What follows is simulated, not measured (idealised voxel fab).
process module | voxel wiring stack
cross-section cut | 170 nm wide | cells 5 nm
A cross-section is a grid of square cells, given in bands from the top down. A band is one or more rows of cells.
Each band's line starts with the height of the band's top and of its bottom, in nm. Then come its materials from left to right, each with its width in nm. One material with "throughout" fills the band from edge to edge. "air" is empty space.
Height 0 is the level under which the wafer as received is all one material. The lowest band goes on downwards, as in "0 down".
A width such as "30 to 40" changes by the same amount from each row of cells to the next, from the band's top row to its bottom row.
"no change" after a step means that no cell of the cross-section changed.
closed voids: empty space of 8 cells or more with no open way to the top, each as width x height at its distance from the left edge, in nm
after a step's settings: what the simulator itself notes on the step
overlay nm, on a step with a mask: how far to the right of its planned place the mask lay; to the left if negative
plan
1 op RECEIVE | material Si
2 op CONFORMAL_DEP | material SiO2 | thk nm 15
3 op CONFORMAL_DEP | material SiCN | thk nm 5
4 op DIRECTIONAL_DEP | material lowk | thk nm 25
5 op MASKED_ETCH | tone open | mask id METAL_1 | width nm 25 | pitch nm 55 | etch materials lowk | depth nm 25 | overlay nm 0
6 op MASKED_ETCH | tone open | mask id METAL_1 | width nm 25 | pitch nm 55 | etch materials SiCN | depth nm 5 | overlay nm 0
7 op CONFORMAL_DEP | material TiN | thk nm 5
8 op FILL_DEP | material Ru | thk nm 10
9 op CMP | height nm 45
10 op CONFORMAL_DEP | material SiCN | thk nm 5
11 op DIRECTIONAL_DEP | material SiO2 | thk nm 35
12 op PATTERN | tone open | mask id METAL_2_HOLES | material resist | width nm 15 | pitch nm 55 | thk nm 15 | overlay nm 0
13 op DIRECTIONAL_ETCH | etch materials SiO2 | depth nm 35
14 op STRIP | etch materials resist
15 op DIRECTIONAL_DEP | material aC | thk nm 10
16 op PATTERN | tone open | mask id METAL_2 | material resist | width nm 25 | pitch nm 55 | thk nm 30 | overlay nm 0
17 op DIRECTIONAL_ETCH | etch materials aC | depth nm 10
18 op STRIP | etch materials resist
19 op DIRECTIONAL_ETCH | etch materials SiO2 | depth nm 20
20 op DIRECTIONAL_ETCH | etch materials SiCN | depth nm 5
21 op STRIP | etch materials aC
22 op CONFORMAL_DEP | material TiN | thk nm 5
23 op FILL_DEP | material Cu | thk nm 5
24 op CMP | height nm 85
25 op CONFORMAL_DEP | material SiCN | thk nm 5
varied across the wafers: overlay nm of step 12. The plan shows the first wafer's value. All wafers start alike
first wafer as received, after step 1
  0 down: Si throughout
  closed voids: none
each wafer at the end: cells of each material gained (+) or lost (-) since it was received, then its closed voids
overlay nm 0 | +39 Cu | +45 Ru | +78 SiCN | +253 SiO2 | +102 TiN | +95 lowk | closed voids: none
overlay nm 5 | +39 Cu | +45 Ru | +78 SiCN | +253 SiO2 | +102 TiN | +95 lowk | closed voids: none
overlay nm 10 | +39 Cu | +45 Ru | +78 SiCN | +253 SiO2 | +102 TiN | +95 lowk | closed voids: none
overlay nm 15 | +45 Cu | +45 Ru | +81 SiCN | +241 SiO2 | +105 TiN | +95 lowk | closed voids: none
